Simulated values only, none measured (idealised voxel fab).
Herein follows the process module entitled voxel wiring stack.
FYI the section here is cut, 260 nm wide, cells are 5 nm squares.
For the purposes of this document, a cross-section shall be understood as a grid of square cells, specified as bands listed in top-to-bottom order, each band consisting of one or more rows of cells.
First you get the band's top height and its bottom height, in nm, and then the materials it's made of, left to right, with each width in nm. If you see a single material with "edge to edge", that one covers the band edge to edge. "empty" is empty space.
Heights are measured from 0, the level below which the as-received wafer is all one material; the lowest band has no bottom and continues downward, written as in "z 0 and below".
Width: "30 to 40" (first number = top row, second number = bottom row, same change from row to row of cells).
Take "left unchanged" at face value: in the step it is given for, the cross-section changed in none of its cells.
Closed empty spaces (no open way to the top) of 8 cells or more are what "Cavities, closed" lists, each as width x height at distance from the left edge, nm for all three.
The remark found on a step's line after its settings is issued by the simulator itself and pertains to that step.
overlay nm: where the mask lay relative to plan, measured to the right, on steps with a mask; negatives go left.
[plan]
1,RECEIVE, material Si
2,CONFORMAL_DEP, material SiO2, thk nm 10
3,DIRECTIONAL_DEP, material TiN, thk nm 5
4,DIRECTIONAL_DEP, material W, thk nm 25
5,MASKED_ETCH, tone cover, mask id METAL_1, width nm 20, pitch nm 50, etch materials W, depth nm 25, overlay nm 0
6,MASKED_ETCH, tone cover, mask id METAL_1, width nm 20, pitch nm 50, etch materials TiN, depth nm 5, overlay nm 0
7,CONFORMAL_DEP, material SiN, thk nm 5
8,FILL_DEP, material lowk, thk nm 10
9,CMP, height nm 40
10,CONFORMAL_DEP, material SiCN, thk nm 5
11,DIRECTIONAL_DEP, material lowk, thk nm 15
12,MASKED_ETCH, tone open, mask id PLUG_1, width nm 15, pitch nm 100, etch materials lowk, depth nm 15, overlay nm 0
13,MASKED_ETCH, tone open, mask id PLUG_1, width nm 15, pitch nm 100, etch materials SiCN, depth nm 5, overlay nm 0
14,CONFORMAL_DEP, material TiN, thk nm 5
15,FILL_DEP, material Cu, thk nm 5
16,CMP, height nm 60
17,CONFORMAL_DEP, material SiCN, thk nm 5
18,DIRECTIONAL_DEP, material SiO2, thk nm 25
19,DIRECTIONAL_DEP, material aC, thk nm 15
20,PATTERN, tone open, mask id METAL_2, material resist, width nm 20, pitch nm 50, thk nm 30, overlay nm 0
21,DIRECTIONAL_ETCH, etch materials aC, depth nm 15
22,STRIP, etch materials resist
23,DIRECTIONAL_ETCH, etch materials SiO2, depth nm 25
24,DIRECTIONAL_ETCH, etch materials SiCN, depth nm 5
25,STRIP, etch materials aC
26,CONFORMAL_DEP, material TiN, thk nm 5
27,FILL_DEP, material Ru, thk nm 10
28,CMP, height nm 90
29,CONFORMAL_DEP, material SiCN, thk nm 5
30,DIRECTIONAL_DEP, material SiO2, thk nm 20
31,MASKED_ETCH, tone open, mask id PLUG_2, width nm 15, pitch nm 50, etch materials SiO2, depth nm 20, overlay nm 0
32,MASKED_ETCH, tone open, mask id PLUG_2, width nm 15, pitch nm 50, etch materials SiCN, depth nm 5, overlay nm 0
33,CONFORMAL_DEP, material TiN, thk nm 5
34,FILL_DEP, material W, thk nm 5
35,CMP, height nm 115
36,CONFORMAL_DEP, material SiCN, thk nm 5
37,DIRECTIONAL_DEP, material SiO2, thk nm 20
38,PATTERN, tone open, mask id METAL_3, material resist, width nm 20, pitch nm 50, thk nm 15, overlay nm 0
39,DIRECTIONAL_ETCH, etch materials SiO2, depth nm 20
40,DIRECTIONAL_ETCH, etch materials SiCN, depth nm 5
41,STRIP, etch materials resist
42,CONFORMAL_DEP, material TiN, thk nm 5
43,FILL_DEP, material Ru, thk nm 5
44,CMP, height nm 140
45,EPI, material Ru, thk nm 5
46,FILL_DEP, material SiCN, thk nm 5
[The first of the two wafers, which ran as planned]
[Received-state cross-section, reflecting completion of step 1]
	z 0 and below  Si edge to edge
	Cavities, closed: none
[After step 2, in cross-section]
	z 10 to 0  SiO2 edge to edge
	below 0: unchanged
[After step 3, in cross-section]
	z 15 to 10  TiN edge to edge
	below 10: unchanged
[After step 4, in cross-section]
	z 40 to 15  W edge to edge
	below 15: unchanged
[After step 5, in cross-section]
	z 40 to 15  empty (70)  W (20)  empty (30)  W (20)  empty (30)  W (20)  empty (70)
	below 15: unchanged
[After step 6, in cross-section]
	z 40 to 15  empty (70)  W (20)  empty (30)  W (20)  empty (30)  W (20)  empty (70)
	z 15 to 10  empty (70)  TiN (20)  empty (30)  TiN (20)  empty (30)  TiN (20)  empty (70)
	below 10: unchanged
[After step 7, in cross-section]
	z 45 to 40  empty (65)  SiN (30)  empty (20)  SiN (30)  empty (20)  SiN (30)  empty (65)
	z 40 to 15  empty (65)  SiN (5)  W (20)  SiN (5)  empty (20)  SiN (5)  W (20)  SiN (5)  empty (20)  SiN (5)  W (20)  SiN (5)  empty (65)
	z 15 to 10  SiN (70)  TiN (20)  SiN (30)  TiN (20)  SiN (30)  TiN (20)  SiN (70)
	below 10: unchanged
[After step 8, in cross-section]
	z 55 to 45  lowk edge to edge
	z 45 to 40  lowk (65)  SiN (30)  lowk (20)  SiN (30)  lowk (20)  SiN (30)  lowk (65)
	z 40 to 15  lowk (65)  SiN (5)  W (20)  SiN (5)  lowk (20)  SiN (5)  W (20)  SiN (5)  lowk (20)  SiN (5)  W (20)  SiN (5)  lowk (65)
	below 15: unchanged
[After step 9, in cross-section]
	z 40 to 15  lowk (65)  SiN (5)  W (20)  SiN (5)  lowk (20)  SiN (5)  W (20)  SiN (5)  lowk (20)  SiN (5)  W (20)  SiN (5)  lowk (65)
	below 15: unchanged
[After step 10, in cross-section]
	z 45 to 40  SiCN edge to edge
	below 40: unchanged
[After step 11, in cross-section]
	z 60 to 45  lowk edge to edge
	below 45: unchanged
[After step 12, in cross-section]
	z 60 to 45  lowk (70)  empty (15)  lowk (85)  empty (15)  lowk (75)
	below 45: unchanged
[After step 13, in cross-section]
	z 60 to 45  lowk (70)  empty (15)  lowk (85)  empty (15)  lowk (75)
	z 45 to 40  SiCN (70)  empty (15)  SiCN (85)  empty (15)  SiCN (75)
	below 40: unchanged
[After step 14, in cross-section]
	z 65 to 60  TiN (75)  empty (5)  TiN (95)  empty (5)  TiN (80)
	z 60 to 45  lowk (70)  TiN (5)  empty (5)  TiN (5)  lowk (85)  TiN (5)  empty (5)  TiN (5)  lowk (75)
	z 45 to 40  SiCN (70)  TiN (15)  SiCN (85)  TiN (15)  SiCN (75)
	below 40: unchanged
[After step 15, in cross-section]
	z 70 to 65  Cu edge to edge
	z 65 to 60  TiN (75)  Cu (5)  TiN (95)  Cu (5)  TiN (80)
	z 60 to 45  lowk (70)  TiN (5)  Cu (5)  TiN (5)  lowk (85)  TiN (5)  Cu (5)  TiN (5)  lowk (75)
	below 45: unchanged
[After step 16, in cross-section]
	z 60 to 45  lowk (70)  TiN (5)  Cu (5)  TiN (5)  lowk (85)  TiN (5)  Cu (5)  TiN (5)  lowk (75)
	below 45: unchanged
[After step 17, in cross-section]
	z 65 to 60  SiCN edge to edge
	below 60: unchanged
[After step 18, in cross-section]
	z 90 to 65  SiO2 edge to edge
	below 65: unchanged
[After step 19, in cross-section]
	z 105 to 90  aC edge to edge
	below 90: unchanged
[After step 20, in cross-section]
	z 135 to 105  resist (70)  empty (20)  resist (30)  empty (20)  resist (30)  empty (20)  resist (70)
	below 105: unchanged
[After step 21, in cross-section]
	z 120 to 105  resist (70)  empty (20)  resist (30)  empty (20)  resist (30)  empty (20)  resist (70)
	z 105 to 90  aC (70)  empty (20)  aC (30)  empty (20)  aC (30)  empty (20)  aC (70)
	below 90: unchanged
[After step 22, in cross-section]
	z 105 to 90  aC (70)  empty (20)  aC (30)  empty (20)  aC (30)  empty (20)  aC (70)
	below 90: unchanged
[After step 23, in cross-section]
	z 105 to 90  aC (70)  empty (20)  aC (30)  empty (20)  aC (30)  empty (20)  aC (70)
	z 90 to 65  SiO2 (70)  empty (20)  SiO2 (30)  empty (20)  SiO2 (30)  empty (20)  SiO2 (70)
	below 65: unchanged
[After step 24, in cross-section]
	z 105 to 90  aC (70)  empty (20)  aC (30)  empty (20)  aC (30)  empty (20)  aC (70)
	z 90 to 65  SiO2 (70)  empty (20)  SiO2 (30)  empty (20)  SiO2 (30)  empty (20)  SiO2 (70)
	z 65 to 60  SiCN (70)  empty (20)  SiCN (30)  empty (20)  SiCN (30)  empty (20)  SiCN (70)
	below 60: unchanged
[After step 25, in cross-section]
	z 90 to 65  SiO2 (70)  empty (20)  SiO2 (30)  empty (20)  SiO2 (30)  empty (20)  SiO2 (70)
	below 65: unchanged
[After step 26, in cross-section]
	z 95 to 90  TiN (75)  empty (10)  TiN (40)  empty (10)  TiN (40)  empty (10)  TiN (75)
	z 90 to 65  SiO2 (70)  TiN (5)  empty (10)  TiN (5)  SiO2 (30)  TiN (5)  empty (10)  TiN (5)  SiO2 (30)  TiN (5)  empty (10)  TiN (5)  SiO2 (70)
	z 65 to 60  SiCN (70)  TiN (20)  SiCN (30)  TiN (20)  SiCN (30)  TiN (20)  SiCN (70)
	below 60: unchanged
[After step 27, in cross-section]
	z 105 to 95  Ru edge to edge
	z 95 to 90  TiN (75)  Ru (10)  TiN (40)  Ru (10)  TiN (40)  Ru (10)  TiN (75)
	z 90 to 65  SiO2 (70)  TiN (5)  Ru (10)  TiN (5)  SiO2 (30)  TiN (5)  Ru (10)  TiN (5)  SiO2 (30)  TiN (5)  Ru (10)  TiN (5)  SiO2 (70)
	below 65: unchanged
[After step 28, in cross-section]
	z 90 to 65  SiO2 (70)  TiN (5)  Ru (10)  TiN (5)  SiO2 (30)  TiN (5)  Ru (10)  TiN (5)  SiO2 (30)  TiN (5)  Ru (10)  TiN (5)  SiO2 (70)
	below 65: unchanged
[After step 29, in cross-section]
	z 95 to 90  SiCN edge to edge
	below 90: unchanged
[After step 30, in cross-section]
	z 115 to 95  SiO2 edge to edge
	below 95: unchanged
[After step 31, in cross-section]
	z 115 to 95  SiO2 (70)  empty (15)  SiO2 (35)  empty (15)  SiO2 (35)  empty (15)  SiO2 (75)
	below 95: unchanged
[After step 32, in cross-section]
	z 115 to 95  SiO2 (70)  empty (15)  SiO2 (35)  empty (15)  SiO2 (35)  empty (15)  SiO2 (75)
	z 95 to 90  SiCN (70)  empty (15)  SiCN (35)  empty (15)  SiCN (35)  empty (15)  SiCN (75)
	below 90: unchanged
[After step 33, in cross-section]
	z 120 to 115  TiN (75)  empty (5)  TiN (45)  empty (5)  TiN (45)  empty (5)  TiN (80)
	z 115 to 95  SiO2 (70)  TiN (5)  empty (5)  TiN (5)  SiO2 (35)  TiN (5)  empty (5)  TiN (5)  SiO2 (35)  TiN (5)  empty (5)  TiN (5)  SiO2 (75)
	z 95 to 90  SiCN (70)  TiN (15)  SiCN (35)  TiN (15)  SiCN (35)  TiN (15)  SiCN (75)
	below 90: unchanged
[After step 34, in cross-section]
	z 125 to 120  W edge to edge
	z 120 to 115  TiN (75)  W (5)  TiN (45)  W (5)  TiN (45)  W (5)  TiN (80)
	z 115 to 95  SiO2 (70)  TiN (5)  W (5)  TiN (5)  SiO2 (35)  TiN (5)  W (5)  TiN (5)  SiO2 (35)  TiN (5)  W (5)  TiN (5)  SiO2 (75)
	below 95: unchanged
[After step 35, in cross-section]
	z 115 to 95  SiO2 (70)  TiN (5)  W (5)  TiN (5)  SiO2 (35)  TiN (5)  W (5)  TiN (5)  SiO2 (35)  TiN (5)  W (5)  TiN (5)  SiO2 (75)
	below 95: unchanged
[After step 36, in cross-section]
	z 120 to 115  SiCN edge to edge
	below 115: unchanged
[After step 37, in cross-section]
	z 140 to 120  SiO2 edge to edge
	below 120: unchanged
[After step 38, in cross-section]
	z 155 to 140  resist (70)  empty (20)  resist (30)  empty (20)  resist (30)  empty (20)  resist (70)
	below 140: unchanged
[After step 39, in cross-section]
	z 155 to 140  resist (70)  empty (20)  resist (30)  empty (20)  resist (30)  empty (20)  resist (70)
	z 140 to 120  SiO2 (70)  empty (20)  SiO2 (30)  empty (20)  SiO2 (30)  empty (20)  SiO2 (70)
	below 120: unchanged
[After step 40, in cross-section]
	z 155 to 140  resist (70)  empty (20)  resist (30)  empty (20)  resist (30)  empty (20)  resist (70)
	z 140 to 120  SiO2 (70)  empty (20)  SiO2 (30)  empty (20)  SiO2 (30)  empty (20)  SiO2 (70)
	z 120 to 115  SiCN (70)  empty (20)  SiCN (30)  empty (20)  SiCN (30)  empty (20)  SiCN (70)
	below 115: unchanged
[After step 41, in cross-section]
	z 140 to 120  SiO2 (70)  empty (20)  SiO2 (30)  empty (20)  SiO2 (30)  empty (20)  SiO2 (70)
	below 120: unchanged
[After step 42, in cross-section]
	z 145 to 140  TiN (75)  empty (10)  TiN (40)  empty (10)  TiN (40)  empty (10)  TiN (75)
	z 140 to 120  SiO2 (70)  TiN (5)  empty (10)  TiN (5)  SiO2 (30)  TiN (5)  empty (10)  TiN (5)  SiO2 (30)  TiN (5)  empty (10)  TiN (5)  SiO2 (70)
	z 120 to 115  SiCN (70)  TiN (20)  SiCN (30)  TiN (20)  SiCN (30)  TiN (20)  SiCN (70)
	below 115: unchanged
[After step 43, in cross-section]
	z 150 to 145  Ru edge to edge
	z 145 to 140  TiN (75)  Ru (10)  TiN (40)  Ru (10)  TiN (40)  Ru (10)  TiN (75)
	z 140 to 120  SiO2 (70)  TiN (5)  Ru (10)  TiN (5)  SiO2 (30)  TiN (5)  Ru (10)  TiN (5)  SiO2 (30)  TiN (5)  Ru (10)  TiN (5)  SiO2 (70)
	below 120: unchanged
[After step 44, in cross-section]
	z 140 to 120  SiO2 (70)  TiN (5)  Ru (10)  TiN (5)  SiO2 (30)  TiN (5)  Ru (10)  TiN (5)  SiO2 (30)  TiN (5)  Ru (10)  TiN (5)  SiO2 (70)
	below 120: unchanged
[After step 45, in cross-section]
	z 145 to 140  empty (65)  Ru (30)  empty (20)  Ru (30)  empty (20)  Ru (30)  empty (65)
	below 140: unchanged
[After step 46, in cross-section]
	z 150 to 145  SiCN edge to edge
	z 145 to 140  SiCN (65)  Ru (30)  SiCN (20)  Ru (30)  SiCN (20)  Ru (30)  SiCN (65)
	below 140: unchanged
[Notes, second wafer: start = first wafer's, plan = first wafer's, execution had one mistake; history identical to first through step 11]
[The second wafer cut through, at the time step 12 was supposed to be finished]
	z 60 to 45  lowk (70)  empty (20)  lowk (80)  empty (20)  lowk (70)
	below 45: unchanged
[The second wafer cut through, at the time step 13 was supposed to be finished]
	z 60 to 45  lowk (70)  empty (20)  lowk (80)  empty (20)  lowk (70)
	z 45 to 40  SiCN (70)  empty (15)  SiCN (85)  empty (15)  SiCN (75)
	below 40: unchanged
[The second wafer cut through, at the time step 14 was supposed to be finished]
	z 65 to 60  TiN (75)  empty (10)  TiN (90)  empty (10)  TiN (75)
	z 60 to 50  lowk (70)  TiN (5)  empty (10)  TiN (5)  lowk (80)  TiN (5)  empty (10)  TiN (5)  lowk (70)
	z 50 to 45  lowk (70)  TiN (5)  empty (5)  TiN (10)  lowk (80)  TiN (5)  empty (5)  TiN (10)  lowk (70)
	z 45 to 40  SiCN (70)  TiN (15)  SiCN (85)  TiN (15)  SiCN (75)
	below 40: unchanged
[The second wafer cut through, at the time step 15 was supposed to be finished]
	z 70 to 65  Cu edge to edge
	z 65 to 60  TiN (75)  Cu (10)  TiN (90)  Cu (10)  TiN (75)
	z 60 to 50  lowk (70)  TiN (5)  Cu (10)  TiN (5)  lowk (80)  TiN (5)  Cu (10)  TiN (5)  lowk (70)
	z 50 to 45  lowk (70)  TiN (5)  Cu (5)  TiN (10)  lowk (80)  TiN (5)  Cu (5)  TiN (10)  lowk (70)
	below 45: unchanged
[The second wafer cut through, at the time step 16 was supposed to be finished]
	z 60 to 50  lowk (70)  TiN (5)  Cu (10)  TiN (5)  lowk (80)  TiN (5)  Cu (10)  TiN (5)  lowk (70)
	below 50: unchanged
[The second wafer cut through, at the time step 17 was supposed to be finished]
	z 65 to 60  SiCN edge to edge
	below 60: unchanged
[The second wafer cut through, at the time step 18 was supposed to be finished]
	z 90 to 65  SiO2 edge to edge
	below 65: unchanged
[The second wafer cut through, at the time step 19 was supposed to be finished]
	z 105 to 90  aC edge to edge
	below 90: unchanged
[The second wafer cut through, at the time step 20 was supposed to be finished]
	z 135 to 105  resist (70)  empty (20)  resist (30)  empty (20)  resist (30)  empty (20)  resist (70)
	below 105: unchanged
[The second wafer cut through, at the time step 21 was supposed to be finished]
	z 120 to 105  resist (70)  empty (20)  resist (30)  empty (20)  resist (30)  empty (20)  resist (70)
	z 105 to 90  aC (70)  empty (20)  aC (30)  empty (20)  aC (30)  empty (20)  aC (70)
	below 90: unchanged
[The second wafer cut through, at the time step 22 was supposed to be finished]
	z 105 to 90  aC (70)  empty (20)  aC (30)  empty (20)  aC (30)  empty (20)  aC (70)
	below 90: unchanged
[The second wafer cut through, at the time step 23 was supposed to be finished]
	z 105 to 90  aC (70)  empty (20)  aC (30)  empty (20)  aC (30)  empty (20)  aC (70)
	z 90 to 65  SiO2 (70)  empty (20)  SiO2 (30)  empty (20)  SiO2 (30)  empty (20)  SiO2 (70)
	below 65: unchanged
[The second wafer cut through, at the time step 24 was supposed to be finished]
	z 105 to 90  aC (70)  empty (20)  aC (30)  empty (20)  aC (30)  empty (20)  aC (70)
	z 90 to 65  SiO2 (70)  empty (20)  SiO2 (30)  empty (20)  SiO2 (30)  empty (20)  SiO2 (70)
	z 65 to 60  SiCN (70)  empty (20)  SiCN (30)  empty (20)  SiCN (30)  empty (20)  SiCN (70)
	below 60: unchanged
[The second wafer cut through, at the time step 25 was supposed to be finished]
	z 90 to 65  SiO2 (70)  empty (20)  SiO2 (30)  empty (20)  SiO2 (30)  empty (20)  SiO2 (70)
	below 65: unchanged
[The second wafer cut through, at the time step 26 was supposed to be finished]
	z 95 to 90  TiN (75)  empty (10)  TiN (40)  empty (10)  TiN (40)  empty (10)  TiN (75)
	z 90 to 65  SiO2 (70)  TiN (5)  empty (10)  TiN (5)  SiO2 (30)  TiN (5)  empty (10)  TiN (5)  SiO2 (30)  TiN (5)  empty (10)  TiN (5)  SiO2 (70)
	z 65 to 60  SiCN (70)  TiN (20)  SiCN (30)  TiN (20)  SiCN (30)  TiN (20)  SiCN (70)
	below 60: unchanged
[The second wafer cut through, at the time step 27 was supposed to be finished]
	z 105 to 95  Ru edge to edge
	z 95 to 90  TiN (75)  Ru (10)  TiN (40)  Ru (10)  TiN (40)  Ru (10)  TiN (75)
	z 90 to 65  SiO2 (70)  TiN (5)  Ru (10)  TiN (5)  SiO2 (30)  TiN (5)  Ru (10)  TiN (5)  SiO2 (30)  TiN (5)  Ru (10)  TiN (5)  SiO2 (70)
	below 65: unchanged
[The second wafer cut through, at the time step 28 was supposed to be finished]
	z 90 to 65  SiO2 (70)  TiN (5)  Ru (10)  TiN (5)  SiO2 (30)  TiN (5)  Ru (10)  TiN (5)  SiO2 (30)  TiN (5)  Ru (10)  TiN (5)  SiO2 (70)
	below 65: unchanged
[The second wafer cut through, at the time step 29 was supposed to be finished]
	z 95 to 90  SiCN edge to edge
	below 90: unchanged
[The second wafer cut through, at the time step 30 was supposed to be finished]
	z 115 to 95  SiO2 edge to edge
	below 95: unchanged
[The second wafer cut through, at the time step 31 was supposed to be finished]
	z 115 to 95  SiO2 (70)  empty (15)  SiO2 (35)  empty (15)  SiO2 (35)  empty (15)  SiO2 (75)
	below 95: unchanged
[The second wafer cut through, at the time step 32 was supposed to be finished]
	z 115 to 95  SiO2 (70)  empty (15)  SiO2 (35)  empty (15)  SiO2 (35)  empty (15)  SiO2 (75)
	z 95 to 90  SiCN (70)  empty (15)  SiCN (35)  empty (15)  SiCN (35)  empty (15)  SiCN (75)
	below 90: unchanged
[The second wafer cut through, at the time step 33 was supposed to be finished]
	z 120 to 115  TiN (75)  empty (5)  TiN (45)  empty (5)  TiN (45)  empty (5)  TiN (80)
	z 115 to 95  SiO2 (70)  TiN (5)  empty (5)  TiN (5)  SiO2 (35)  TiN (5)  empty (5)  TiN (5)  SiO2 (35)  TiN (5)  empty (5)  TiN (5)  SiO2 (75)
	z 95 to 90  SiCN (70)  TiN (15)  SiCN (35)  TiN (15)  SiCN (35)  TiN (15)  SiCN (75)
	below 90: unchanged
[The second wafer cut through, at the time step 34 was supposed to be finished]
	z 125 to 120  W edge to edge
	z 120 to 115  TiN (75)  W (5)  TiN (45)  W (5)  TiN (45)  W (5)  TiN (80)
	z 115 to 95  SiO2 (70)  TiN (5)  W (5)  TiN (5)  SiO2 (35)  TiN (5)  W (5)  TiN (5)  SiO2 (35)  TiN (5)  W (5)  TiN (5)  SiO2 (75)
	below 95: unchanged
[The second wafer cut through, at the time step 35 was supposed to be finished]
	z 115 to 95  SiO2 (70)  TiN (5)  W (5)  TiN (5)  SiO2 (35)  TiN (5)  W (5)  TiN (5)  SiO2 (35)  TiN (5)  W (5)  TiN (5)  SiO2 (75)
	below 95: unchanged
[The second wafer cut through, at the time step 36 was supposed to be finished]
	z 120 to 115  SiCN edge to edge
	below 115: unchanged
[The second wafer cut through, at the time step 37 was supposed to be finished]
	z 140 to 120  SiO2 edge to edge
	below 120: unchanged
[The second wafer cut through, at the time step 38 was supposed to be finished]
	z 155 to 140  resist (70)  empty (20)  resist (30)  empty (20)  resist (30)  empty (20)  resist (70)
	below 140: unchanged
[The second wafer cut through, at the time step 39 was supposed to be finished]
	z 155 to 140  resist (70)  empty (20)  resist (30)  empty (20)  resist (30)  empty (20)  resist (70)
	z 140 to 120  SiO2 (70)  empty (20)  SiO2 (30)  empty (20)  SiO2 (30)  empty (20)  SiO2 (70)
	below 120: unchanged
[The second wafer cut through, at the time step 40 was supposed to be finished]
	z 155 to 140  resist (70)  empty (20)  resist (30)  empty (20)  resist (30)  empty (20)  resist (70)
	z 140 to 120  SiO2 (70)  empty (20)  SiO2 (30)  empty (20)  SiO2 (30)  empty (20)  SiO2 (70)
	z 120 to 115  SiCN (70)  empty (20)  SiCN (30)  empty (20)  SiCN (30)  empty (20)  SiCN (70)
	below 115: unchanged
[The second wafer cut through, at the time step 41 was supposed to be finished]
	z 140 to 120  SiO2 (70)  empty (20)  SiO2 (30)  empty (20)  SiO2 (30)  empty (20)  SiO2 (70)
	below 120: unchanged
[The second wafer cut through, at the time step 42 was supposed to be finished]
	z 145 to 140  TiN (75)  empty (10)  TiN (40)  empty (10)  TiN (40)  empty (10)  TiN (75)
	z 140 to 120  SiO2 (70)  TiN (5)  empty (10)  TiN (5)  SiO2 (30)  TiN (5)  empty (10)  TiN (5)  SiO2 (30)  TiN (5)  empty (10)  TiN (5)  SiO2 (70)
	z 120 to 115  SiCN (70)  TiN (20)  SiCN (30)  TiN (20)  SiCN (30)  TiN (20)  SiCN (70)
	below 115: unchanged
[The second wafer cut through, at the time step 43 was supposed to be finished]
	z 150 to 145  Ru edge to edge
	z 145 to 140  TiN (75)  Ru (10)  TiN (40)  Ru (10)  TiN (40)  Ru (10)  TiN (75)
	z 140 to 120  SiO2 (70)  TiN (5)  Ru (10)  TiN (5)  SiO2 (30)  TiN (5)  Ru (10)  TiN (5)  SiO2 (30)  TiN (5)  Ru (10)  TiN (5)  SiO2 (70)
	below 120: unchanged
[The second wafer cut through, at the time step 44 was supposed to be finished]
	z 140 to 120  SiO2 (70)  TiN (5)  Ru (10)  TiN (5)  SiO2 (30)  TiN (5)  Ru (10)  TiN (5)  SiO2 (30)  TiN (5)  Ru (10)  TiN (5)  SiO2 (70)
	below 120: unchanged
[The second wafer cut through, at the time step 45 was supposed to be finished]
	z 145 to 140  empty (65)  Ru (30)  empty (20)  Ru (30)  empty (20)  Ru (30)  empty (65)
	below 140: unchanged
[The second wafer cut through, at the time step 46 was supposed to be finished]
	z 150 to 145  SiCN edge to edge
	z 145 to 140  SiCN (65)  Ru (30)  SiCN (20)  Ru (30)  SiCN (20)  Ru (30)  SiCN (65)
	below 140: unchanged
The mistake made against the process plan was this: not per plan at step 12, really ran MASKED_ETCH, tone open, mask id PLUG_1, width nm 20, pitch nm 100, etch materials lowk, depth nm 15, overlay nm 0
End check, counted in cells, second wafer has more or fewer of these materials than the first: Cu +4; TiN +2; lowk -6
